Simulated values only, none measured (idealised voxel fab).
process module | voxel transistor to metal
Cross-section cut spans 185 nm and uses square cells 5 nm in size.
Heads up, the way a cross-section reads in here is a grid of square cells, handed over as bands from the top down, with every band being one or more rows of cells. In this notation a band is specified by the heights of its top and bottom, in that order and in nm, after which its materials appear from left to right, each paired with its width in nm. The word "full width" attached to a single material means that material fills the band from edge to edge; the word "empty" stands for empty space. Heights are measured from 0, the level below which the as-received wafer is all one material; the lowest band has no bottom and continues downward, written as in "0 down". You'd read "30->40" like this: the band's top row of cells is as wide as the first number, its bottom row is as wide as the second, and going down, every row changes width by the same amount as the row before did. The designation "no alterations made", where it is given for a processing step, indicates that no cell of the cross-section was altered in the course of that step. "Closed void entries" lists enclosed empty spaces (at least 8 cells, no open path upward to the top), each as width x height at distance from the left edge, in nm. Past the settings on a step's line: simulator remark, on that step. overlay nm, on a step with a mask: how far to the right of its planned place the mask lay; to the left if negative.

Steps in the process plan:
1. RECEIVE, material Si
2. CONFORMAL_DEP, material SiO2, thk nm 5
3. CONFORMAL_DEP, material SiN, thk nm 10
4. PATTERN, tone cover, mask id ACTIVE, material resist, width nm 115, thk nm 15, overlay nm 0
5. DIRECTIONAL_ETCH, etch materials SiN, depth nm 10
6. DIRECTIONAL_ETCH, etch materials SiO2, depth nm 5
7. DIRECTIONAL_ETCH, etch materials Si, depth nm 20
8. STRIP, etch materials resist
9. FILL_DEP, material SiO2, thk nm 15
10. CMP, height nm 15
11. SELECTIVE_ETCH, etch materials SiO2, depth nm 10
12. STRIP, etch materials SiN
13. SELECTIVE_ETCH, etch materials SiO2, depth nm 5
14. OXIDIZE, depth nm 5
15. DIRECTIONAL_DEP, material polySi, thk nm 30
16. DIRECTIONAL_DEP, material SiCN, thk nm 15
17. MASKED_ETCH, tone cover, mask id GATE, width nm 25, etch materials SiCN, depth nm 25, overlay nm 0
18. MASKED_ETCH, tone cover, mask id GATE, width nm 25, etch materials polySi, depth nm 40, overlay nm 0
19. CONFORMAL_DEP, material SiO2, thk nm 5
20. DIRECTIONAL_ETCH, etch materials SiO2, depth nm 5
21. CONFORMAL_DEP, material SiN, thk nm 10
22. DIRECTIONAL_ETCH, etch materials SiN, depth nm 10
23. DIRECTIONAL_ETCH, etch materials SiO2, depth nm 5
24. DIRECTIONAL_ETCH, etch materials Si, depth nm 15
25. EPI, material pSi, thk nm 15
26. FILL_DEP, material SiO2, thk nm 5
27. CMP, height nm 30
28. STRIP, etch materials polySi
29. SELECTIVE_ETCH, etch materials SiO2, depth nm 5
30. CONFORMAL_DEP, material HfO2, thk nm 5
31. CONFORMAL_DEP, material TiN, thk nm 5
32. FILL_DEP, material W, thk nm 5
33. CMP, height nm 25
34. DIRECTIONAL_DEP, material SiO2, thk nm 10
35. MASKED_ETCH, tone open, mask id CONTACT, width nm 15, pitch nm 80, etch materials SiO2, depth nm 40, overlay nm 0
36. CONFORMAL_DEP, material TiN, thk nm 5
37. FILL_DEP, material Ru, thk nm 10
38. CMP, height nm 35
39. CONFORMAL_DEP, material SiCN, thk nm 5
40. DIRECTIONAL_DEP, material SiO2, thk nm 15
41. PATTERN, tone open, mask id METAL_1, material resist, width nm 15, pitch nm 80, thk nm 20, overlay nm 0
42. DIRECTIONAL_ETCH, etch materials SiO2, depth nm 15
43. DIRECTIONAL_ETCH, etch materials SiCN, depth nm 5
44. STRIP, etch materials resist
45. CONFORMAL_DEP, material TiN, thk nm 5
46. FILL_DEP, material Cu, thk nm 5
47. CMP, height nm 55
48. CONFORMAL_DEP, material SiN, thk nm 5

First of the two wafers, run per plan:

As received, after step 1:
- 0 down: Si full width
- Closed void entries: none

You're looking at a cross-section of the wafer after step 2:
- 5 to 0: SiO2 full width
- No changes below 0.

You're looking at a cross-section of the wafer after step 3:
- 15 to 5: SiN full width
- No changes below 5.

You're looking at a cross-section of the wafer after step 4:
- 30 to 15: 35 empty  115 resist  35 empty
- No changes below 15.

You're looking at a cross-section of the wafer after step 5:
- 30 to 15: 35 empty  115 resist  35 empty
- 15 to 5: 35 empty  115 SiN  35 empty
- No changes below 5.

You're looking at a cross-section of the wafer after step 6:
- 30 to 15: 35 empty  115 resist  35 empty
- 15 to 5: 35 empty  115 SiN  35 empty
- 5 to 0: 35 empty  115 SiO2  35 empty
- No changes below 0.

You're looking at a cross-section of the wafer after step 7:
- 30 to 15: 35 empty  115 resist  35 empty
- 15 to 5: 35 empty  115 SiN  35 empty
- 5 to 0: 35 empty  115 SiO2  35 empty
- 0 to -20: 35 empty  115 Si  35 empty
- No changes below -20.

You're looking at a cross-section of the wafer after step 8:
- 15 to 5: 35 empty  115 SiN  35 empty
- No changes below 5.

You're looking at a cross-section of the wafer after step 9:
- 30 to 15: SiO2 full width
- 15 to 5: 35 SiO2  115 SiN  35 SiO2
- 5 to 0: SiO2 full width
- 0 to -20: 35 SiO2  115 Si  35 SiO2
- No changes below -20.

You're looking at a cross-section of the wafer after step 10:
- 15 to 5: 35 SiO2  115 SiN  35 SiO2
- No changes below 5.

You're looking at a cross-section of the wafer after step 11:
- 15 to 5: 35 empty  115 SiN  35 empty
- No changes below 5.

You're looking at a cross-section of the wafer after step 12:
- 5 to 0: SiO2 full width
- No changes below 0.

You're looking at a cross-section of the wafer after step 13:
- 0 to -20: 35 SiO2  115 Si  35 SiO2
- No changes below -20.

You're looking at a cross-section of the wafer after step 14:
- 0 to -5: SiO2 full width
- No changes below -5.

You're looking at a cross-section of the wafer after step 15:
- 30 to 0: polySi full width
- No changes below 0.

You're looking at a cross-section of the wafer after step 16:
- 45 to 30: SiCN full width
- No changes below 30.

You're looking at a cross-section of the wafer after step 17:
- 45 to 30: 80 empty  25 SiCN  80 empty
- No changes below 30.

You're looking at a cross-section of the wafer after step 18:
- 45 to 30: 80 empty  25 SiCN  80 empty
- 30 to 0: 80 empty  25 polySi  80 empty
- No changes below 0.

You're looking at a cross-section of the wafer after step 19:
- 50 to 45: 75 empty  35 SiO2  75 empty
- 45 to 30: 75 empty  5 SiO2  25 SiCN  5 SiO2  75 empty
- 30 to 5: 75 empty  5 SiO2  25 polySi  5 SiO2  75 empty
- 5 to 0: 80 SiO2  25 polySi  80 SiO2
- No changes below 0.

You're looking at a cross-section of the wafer after step 20:
- 45 to 30: 75 empty  5 SiO2  25 SiCN  5 SiO2  75 empty
- 30 to 0: 75 empty  5 SiO2  25 polySi  5 SiO2  75 empty
- No changes below 0.

You're looking at a cross-section of the wafer after step 21:
- 55 to 45: 65 empty  55 SiN  65 empty
- 45 to 30: 65 empty  10 SiN  5 SiO2  25 SiCN  5 SiO2  10 SiN  65 empty
- 30 to 10: 65 empty  10 SiN  5 SiO2  25 polySi  5 SiO2  10 SiN  65 empty
- 10 to 0: 75 SiN  5 SiO2  25 polySi  5 SiO2  75 SiN
- No changes below 0.

You're looking at a cross-section of the wafer after step 22:
- 45 to 30: 65 empty  10 SiN  5 SiO2  25 SiCN  5 SiO2  10 SiN  65 empty
- 30 to 0: 65 empty  10 SiN  5 SiO2  25 polySi  5 SiO2  10 SiN  65 empty
- No changes below 0.

You're looking at a cross-section of the wafer after step 23:
- 45 to 40: 65 empty  10 SiN  5 empty  25 SiCN  5 empty  10 SiN  65 empty
- 40 to 30: 65 empty  10 SiN  5 SiO2  25 SiCN  5 SiO2  10 SiN  65 empty
- 30 to 0: 65 empty  10 SiN  5 SiO2  25 polySi  5 SiO2  10 SiN  65 empty
- 0 to -5: 65 empty  55 SiO2  65 empty
- No changes below -5.

You're looking at a cross-section of the wafer after step 24:
- 45 to 40: 65 empty  10 SiN  5 empty  25 SiCN  5 empty  10 SiN  65 empty
- 40 to 30: 65 empty  10 SiN  5 SiO2  25 SiCN  5 SiO2  10 SiN  65 empty
- 30 to 0: 65 empty  10 SiN  5 SiO2  25 polySi  5 SiO2  10 SiN  65 empty
- 0 to -5: 65 empty  55 SiO2  65 empty
- -5 to -20: 35 SiO2  30 empty  55 Si  30 empty  35 SiO2
- No changes below -20.

You're looking at a cross-section of the wafer after step 25:
- 45 to 40: 65 empty  10 SiN  5 empty  25 SiCN  5 empty  10 SiN  65 empty
- 40 to 30: 65 empty  10 SiN  5 SiO2  25 SiCN  5 SiO2  10 SiN  65 empty
- 30 to 10: 65 empty  10 SiN  5 SiO2  25 polySi  5 SiO2  10 SiN  65 empty
- 10 to 0: 50 empty  15 pSi  10 SiN  5 SiO2  25 polySi  5 SiO2  10 SiN  15 pSi  50 empty
- 0 to -5: 50 empty  15 pSi  55 SiO2  15 pSi  50 empty
- -5 to -20: 35 SiO2  30 pSi  55 Si  30 pSi  35 SiO2
- No changes below -20.

You're looking at a cross-section of the wafer after step 26:
- 50 to 45: SiO2 full width
- 45 to 30: 65 SiO2  10 SiN  5 SiO2  25 SiCN  5 SiO2  10 SiN  65 SiO2
- 30 to 10: 65 SiO2  10 SiN  5 SiO2  25 polySi  5 SiO2  10 SiN  65 SiO2
- 10 to 0: 50 SiO2  15 pSi  10 SiN  5 SiO2  25 polySi  5 SiO2  10 SiN  15 pSi  50 SiO2
- 0 to -5: 50 SiO2  15 pSi  55 SiO2  15 pSi  50 SiO2
- No changes below -5.

You're looking at a cross-section of the wafer after step 27:
- 30 to 10: 65 SiO2  10 SiN  5 SiO2  25 polySi  5 SiO2  10 SiN  65 SiO2
- No changes below 10.

You're looking at a cross-section of the wafer after step 28:
- 30 to 10: 65 SiO2  10 SiN  5 SiO2  25 empty  5 SiO2  10 SiN  65 SiO2
- 10 to 0: 50 SiO2  15 pSi  10 SiN  5 SiO2  25 empty  5 SiO2  10 SiN  15 pSi  50 SiO2
- No changes below 0.

You're looking at a cross-section of the wafer after step 29:
- 30 to 25: 65 empty  10 SiN  35 empty  10 SiN  65 empty
- 25 to 10: 65 SiO2  10 SiN  35 empty  10 SiN  65 SiO2
- 10 to 0: 50 SiO2  15 pSi  10 SiN  35 empty  10 SiN  15 pSi  50 SiO2
- 0 to -5: 50 SiO2  15 pSi  10 SiO2  35 empty  10 SiO2  15 pSi  50 SiO2
- No changes below -5.

You're looking at a cross-section of the wafer after step 30:
- 35 to 30: 60 empty  20 HfO2  25 empty  20 HfO2  60 empty
- 30 to 25: 65 HfO2  10 SiN  5 HfO2  25 empty  5 HfO2  10 SiN  65 HfO2
- 25 to 10: 65 SiO2  10 SiN  5 HfO2  25 empty  5 HfO2  10 SiN  65 SiO2
- 10 to 0: 50 SiO2  15 pSi  10 SiN  5 HfO2  25 empty  5 HfO2  10 SiN  15 pSi  50 SiO2
- 0 to -5: 50 SiO2  15 pSi  10 SiO2  35 HfO2  10 SiO2  15 pSi  50 SiO2
- No changes below -5.

You're looking at a cross-section of the wafer after step 31:
- 40 to 35: 55 empty  30 TiN  15 empty  30 TiN  55 empty
- 35 to 30: 60 TiN  20 HfO2  5 TiN  15 empty  5 TiN  20 HfO2  60 TiN
- 30 to 25: 65 HfO2  10 SiN  5 HfO2  5 TiN  15 empty  5 TiN  5 HfO2  10 SiN  65 HfO2
- 25 to 10: 65 SiO2  10 SiN  5 HfO2  5 TiN  15 empty  5 TiN  5 HfO2  10 SiN  65 SiO2
- 10 to 5: 50 SiO2  15 pSi  10 SiN  5 HfO2  5 TiN  15 empty  5 TiN  5 HfO2  10 SiN  15 pSi  50 SiO2
- 5 to 0: 50 SiO2  15 pSi  10 SiN  5 HfO2  25 TiN  5 HfO2  10 SiN  15 pSi  50 SiO2
- No changes below 0.

You're looking at a cross-section of the wafer after step 32:
- 45 to 40: W full width
- 40 to 35: 55 W  30 TiN  15 W  30 TiN  55 W
- 35 to 30: 60 TiN  20 HfO2  5 TiN  15 W  5 TiN  20 HfO2  60 TiN
- 30 to 25: 65 HfO2  10 SiN  5 HfO2  5 TiN  15 W  5 TiN  5 HfO2  10 SiN  65 HfO2
- 25 to 10: 65 SiO2  10 SiN  5 HfO2  5 TiN  15 W  5 TiN  5 HfO2  10 SiN  65 SiO2
- 10 to 5: 50 SiO2  15 pSi  10 SiN  5 HfO2  5 TiN  15 W  5 TiN  5 HfO2  10 SiN  15 pSi  50 SiO2
- No changes below 5.

You're looking at a cross-section of the wafer after step 33:
- 25 to 10: 65 SiO2  10 SiN  5 HfO2  5 TiN  15 W  5 TiN  5 HfO2  10 SiN  65 SiO2
- No changes below 10.

You're looking at a cross-section of the wafer after step 34:
- 35 to 25: SiO2 full width
- No changes below 25.

You're looking at a cross-section of the wafer after step 35:
- 35 to 25: 45 SiO2  15 empty  65 SiO2  15 empty  45 SiO2
- 25 to 10: 45 SiO2  15 empty  5 SiO2  10 SiN  5 HfO2  5 TiN  15 W  5 TiN  5 HfO2  10 SiN  5 SiO2  15 empty  45 SiO2
- 10 to 5: 45 SiO2  5 empty  15 pSi  10 SiN  5 HfO2  5 TiN  15 W  5 TiN  5 HfO2  10 SiN  15 pSi  5 empty  45 SiO2
- 5 to 0: 45 SiO2  5 empty  15 pSi  10 SiN  5 HfO2  25 TiN  5 HfO2  10 SiN  15 pSi  5 empty  45 SiO2
- 0 to -5: 45 SiO2  5 empty  15 pSi  10 SiO2  35 HfO2  10 SiO2  15 pSi  5 empty  45 SiO2
- No changes below -5.

You're looking at a cross-section of the wafer after step 36:
- 40 to 35: 50 TiN  5 empty  75 TiN  5 empty  50 TiN
- 35 to 25: 45 SiO2  5 TiN  5 empty  5 TiN  65 SiO2  5 TiN  5 empty  5 TiN  45 SiO2
- 25 to 15: 45 SiO2  5 TiN  5 empty  5 TiN  5 SiO2  10 SiN  5 HfO2  5 TiN  15 W  5 TiN  5 HfO2  10 SiN  5 SiO2  5 TiN  5 empty  5 TiN  45 SiO2
- 15 to 10: 45 SiO2  15 TiN  5 SiO2  10 SiN  5 HfO2  5 TiN  15 W  5 TiN  5 HfO2  10 SiN  5 SiO2  15 TiN  45 SiO2
- 10 to 5: 45 SiO2  5 TiN  15 pSi  10 SiN  5 HfO2  5 TiN  15 W  5 TiN  5 HfO2  10 SiN  15 pSi  5 TiN  45 SiO2
- 5 to 0: 45 SiO2  5 TiN  15 pSi  10 SiN  5 HfO2  25 TiN  5 HfO2  10 SiN  15 pSi  5 TiN  45 SiO2
- 0 to -5: 45 SiO2  5 TiN  15 pSi  10 SiO2  35 HfO2  10 SiO2  15 pSi  5 TiN  45 SiO2
- No changes below -5.

You're looking at a cross-section of the wafer after step 37:
- 50 to 40: Ru full width
- 40 to 35: 50 TiN  5 Ru  75 TiN  5 Ru  50 TiN
- 35 to 25: 45 SiO2  5 TiN  5 Ru  5 TiN  65 SiO2  5 TiN  5 Ru  5 TiN  45 SiO2
- 25 to 15: 45 SiO2  5 TiN  5 Ru  5 TiN  5 SiO2  10 SiN  5 HfO2  5 TiN  15 W  5 TiN  5 HfO2  10 SiN  5 SiO2  5 TiN  5 Ru  5 TiN  45 SiO2
- No changes below 15.

You're looking at a cross-section of the wafer after step 38:
- 35 to 25: 45 SiO2  5 TiN  5 Ru  5 TiN  65 SiO2  5 TiN  5 Ru  5 TiN  45 SiO2
- No changes below 25.

You're looking at a cross-section of the wafer after step 39:
- 40 to 35: SiCN full width
- No changes below 35.

You're looking at a cross-section of the wafer after step 40:
- 55 to 40: SiO2 full width
- No changes below 40.

You're looking at a cross-section of the wafer after step 41:
- 75 to 55: 45 resist  15 empty  65 resist  15 empty  45 resist
- No changes below 55.

You're looking at a cross-section of the wafer after step 42:
- 75 to 55: 45 resist  15 empty  65 resist  15 empty  45 resist
- 55 to 40: 45 SiO2  15 empty  65 SiO2  15 empty  45 SiO2
- No changes below 40.

You're looking at a cross-section of the wafer after step 43:
- 75 to 55: 45 resist  15 empty  65 resist  15 empty  45 resist
- 55 to 40: 45 SiO2  15 empty  65 SiO2  15 empty  45 SiO2
- 40 to 35: 45 SiCN  15 empty  65 SiCN  15 empty  45 SiCN
- No changes below 35.

You're looking at a cross-section of the wafer after step 44:
- 55 to 40: 45 SiO2  15 empty  65 SiO2  15 empty  45 SiO2
- No changes below 40.

You're looking at a cross-section of the wafer after step 45:
- 60 to 55: 50 TiN  5 empty  75 TiN  5 empty  50 TiN
- 55 to 40: 45 SiO2  5 TiN  5 empty  5 TiN  65 SiO2  5 TiN  5 empty  5 TiN  45 SiO2
- 40 to 35: 45 SiCN  15 TiN  65 SiCN  15 TiN  45 SiCN
- No changes below 35.

You're looking at a cross-section of the wafer after step 46:
- 65 to 60: Cu full width
- 60 to 55: 50 TiN  5 Cu  75 TiN  5 Cu  50 TiN
- 55 to 40: 45 SiO2  5 TiN  5 Cu  5 TiN  65 SiO2  5 TiN  5 Cu  5 TiN  45 SiO2
- No changes below 40.

You're looking at a cross-section of the wafer after step 47:
- 55 to 40: 45 SiO2  5 TiN  5 Cu  5 TiN  65 SiO2  5 TiN  5 Cu  5 TiN  45 SiO2
- No changes below 40.

You're looking at a cross-section of the wafer after step 48:
- 60 to 55: SiN full width
- No changes below 55.

The second wafer began exactly as the first did and followed the same plan, but one mistake was made while running it; through step 29 inclusive, the two wafers are identical:

What the second wafer looks like in cross-section when step 30 should have wrapped up:
- 35 to 30: 60 empty  20 TiN  25 empty  20 TiN  60 empty
- 30 to 25: 65 TiN  10 SiN  5 TiN  25 empty  5 TiN  10 SiN  65 TiN
- 25 to 10: 65 SiO2  10 SiN  5 TiN  25 empty  5 TiN  10 SiN  65 SiO2
- 10 to 0: 50 SiO2  15 pSi  10 SiN  5 TiN  25 empty  5 TiN  10 SiN  15 pSi  50 SiO2
- 0 to -5: 50 SiO2  15 pSi  10 SiO2  35 TiN  10 SiO2  15 pSi  50 SiO2
- No changes below -5.

What the second wafer looks like in cross-section when step 31 should have wrapped up:
- 40 to 35: 55 empty  30 HfO2  15 empty  30 HfO2  55 empty
- 35 to 30: 60 HfO2  20 TiN  5 HfO2  15 empty  5 HfO2  20 TiN  60 HfO2
- 30 to 25: 65 TiN  10 SiN  5 TiN  5 HfO2  15 empty  5 HfO2  5 TiN  10 SiN  65 TiN
- 25 to 10: 65 SiO2  10 SiN  5 TiN  5 HfO2  15 empty  5 HfO2  5 TiN  10 SiN  65 SiO2
- 10 to 5: 50 SiO2  15 pSi  10 SiN  5 TiN  5 HfO2  15 empty  5 HfO2  5 TiN  10 SiN  15 pSi  50 SiO2
- 5 to 0: 50 SiO2  15 pSi  10 SiN  5 TiN  25 HfO2  5 TiN  10 SiN  15 pSi  50 SiO2
- No changes below 0.

What the second wafer looks like in cross-section when step 32 should have wrapped up:
- 45 to 40: W full width
- 40 to 35: 55 W  30 HfO2  15 W  30 HfO2  55 W
- 35 to 30: 60 HfO2  20 TiN  5 HfO2  15 W  5 HfO2  20 TiN  60 HfO2
- 30 to 25: 65 TiN  10 SiN  5 TiN  5 HfO2  15 W  5 HfO2  5 TiN  10 SiN  65 TiN
- 25 to 10: 65 SiO2  10 SiN  5 TiN  5 HfO2  15 W  5 HfO2  5 TiN  10 SiN  65 SiO2
- 10 to 5: 50 SiO2  15 pSi  10 SiN  5 TiN  5 HfO2  15 W  5 HfO2  5 TiN  10 SiN  15 pSi  50 SiO2
- No changes below 5.

What the second wafer looks like in cross-section when step 33 should have wrapped up:
- 25 to 10: 65 SiO2  10 SiN  5 TiN  5 HfO2  15 W  5 HfO2  5 TiN  10 SiN  65 SiO2
- No changes below 10.

What the second wafer looks like in cross-section when step 34 should have wrapped up:
- 35 to 25: SiO2 full width
- No changes below 25.

What the second wafer looks like in cross-section when step 35 should have wrapped up:
- 35 to 25: 45 SiO2  15 empty  65 SiO2  15 empty  45 SiO2
- 25 to 10: 45 SiO2  15 empty  5 SiO2  10 SiN  5 TiN  5 HfO2  15 W  5 HfO2  5 TiN  10 SiN  5 SiO2  15 empty  45 SiO2
- 10 to 5: 45 SiO2  5 empty  15 pSi  10 SiN  5 TiN  5 HfO2  15 W  5 HfO2  5 TiN  10 SiN  15 pSi  5 empty  45 SiO2
- 5 to 0: 45 SiO2  5 empty  15 pSi  10 SiN  5 TiN  25 HfO2  5 TiN  10 SiN  15 pSi  5 empty  45 SiO2
- 0 to -5: 45 SiO2  5 empty  15 pSi  10 SiO2  35 TiN  10 SiO2  15 pSi  5 empty  45 SiO2
- No changes below -5.

What the second wafer looks like in cross-section when step 36 should have wrapped up:
- 40 to 35: 50 TiN  5 empty  75 TiN  5 empty  50 TiN
- 35 to 25: 45 SiO2  5 TiN  5 empty  5 TiN  65 SiO2  5 TiN  5 empty  5 TiN  45 SiO2
- 25 to 15: 45 SiO2  5 TiN  5 empty  5 TiN  5 SiO2  10 SiN  5 TiN  5 HfO2  15 W  5 HfO2  5 TiN  10 SiN  5 SiO2  5 TiN  5 empty  5 TiN  45 SiO2
- 15 to 10: 45 SiO2  15 TiN  5 SiO2  10 SiN  5 TiN  5 HfO2  15 W  5 HfO2  5 TiN  10 SiN  5 SiO2  15 TiN  45 SiO2
- 10 to 5: 45 SiO2  5 TiN  15 pSi  10 SiN  5 TiN  5 HfO2  15 W  5 HfO2  5 TiN  10 SiN  15 pSi  5 TiN  45 SiO2
- 5 to 0: 45 SiO2  5 TiN  15 pSi  10 SiN  5 TiN  25 HfO2  5 TiN  10 SiN  15 pSi  5 TiN  45 SiO2
- 0 to -5: 45 SiO2  5 TiN  15 pSi  10 SiO2  35 TiN  10 SiO2  15 pSi  5 TiN  45 SiO2
- No changes below -5.

What the second wafer looks like in cross-section when step 37 should have wrapped up:
- 50 to 40: Ru full width
- 40 to 35: 50 TiN  5 Ru  75 TiN  5 Ru  50 TiN
- 35 to 25: 45 SiO2  5 TiN  5 Ru  5 TiN  65 SiO2  5 TiN  5 Ru  5 TiN  45 SiO2
- 25 to 15: 45 SiO2  5 TiN  5 Ru  5 TiN  5 SiO2  10 SiN  5 TiN  5 HfO2  15 W  5 HfO2  5 TiN  10 SiN  5 SiO2  5 TiN  5 Ru  5 TiN  45 SiO2
- No changes below 15.

What the second wafer looks like in cross-section when step 38 should have wrapped up:
- 35 to 25: 45 SiO2  5 TiN  5 Ru  5 TiN  65 SiO2  5 TiN  5 Ru  5 TiN  45 SiO2
- No changes below 25.

What the second wafer looks like in cross-section when step 39 should have wrapped up:
- 40 to 35: SiCN full width
- No changes below 35.

What the second wafer looks like in cross-section when step 40 should have wrapped up:
- 55 to 40: SiO2 full width
- No changes below 40.

What the second wafer looks like in cross-section when step 41 should have wrapped up:
- 75 to 55: 45 resist  15 empty  65 resist  15 empty  45 resist
- No changes below 55.

What the second wafer looks like in cross-section when step 42 should have wrapped up:
- 75 to 55: 45 resist  15 empty  65 resist  15 empty  45 resist
- 55 to 40: 45 SiO2  15 empty  65 SiO2  15 empty  45 SiO2
- No changes below 40.

What the second wafer looks like in cross-section when step 43 should have wrapped up:
- 75 to 55: 45 resist  15 empty  65 resist  15 empty  45 resist
- 55 to 40: 45 SiO2  15 empty  65 SiO2  15 empty  45 SiO2
- 40 to 35: 45 SiCN  15 empty  65 SiCN  15 empty  45 SiCN
- No changes below 35.

What the second wafer looks like in cross-section when step 44 should have wrapped up:
- 55 to 40: 45 SiO2  15 empty  65 SiO2  15 empty  45 SiO2
- No changes below 40.

What the second wafer looks like in cross-section when step 45 should have wrapped up:
- 60 to 55: 50 TiN  5 empty  75 TiN  5 empty  50 TiN
- 55 to 40: 45 SiO2  5 TiN  5 empty  5 TiN  65 SiO2  5 TiN  5 empty  5 TiN  45 SiO2
- 40 to 35: 45 SiCN  15 TiN  65 SiCN  15 TiN  45 SiCN
- No changes below 35.

What the second wafer looks like in cross-section when step 46 should have wrapped up:
- 65 to 60: Cu full width
- 60 to 55: 50 TiN  5 Cu  75 TiN  5 Cu  50 TiN
- 55 to 40: 45 SiO2  5 TiN  5 Cu  5 TiN  65 SiO2  5 TiN  5 Cu  5 TiN  45 SiO2
- No changes below 40.

What the second wafer looks like in cross-section when step 47 should have wrapped up:
- 55 to 40: 45 SiO2  5 TiN  5 Cu  5 TiN  65 SiO2  5 TiN  5 Cu  5 TiN  45 SiO2
- No changes below 40.

What the second wafer looks like in cross-section when step 48 should have wrapped up:
- 60 to 55: SiN full width
- No changes below 55.
Misprocessing identified: steps 30 and 31 were swapped
It is noted that, at the conclusion of processing, the second wafer exhibits a higher or lower cell count for certain materials relative to the first: 4 fewer of HfO2; 4 more of TiN
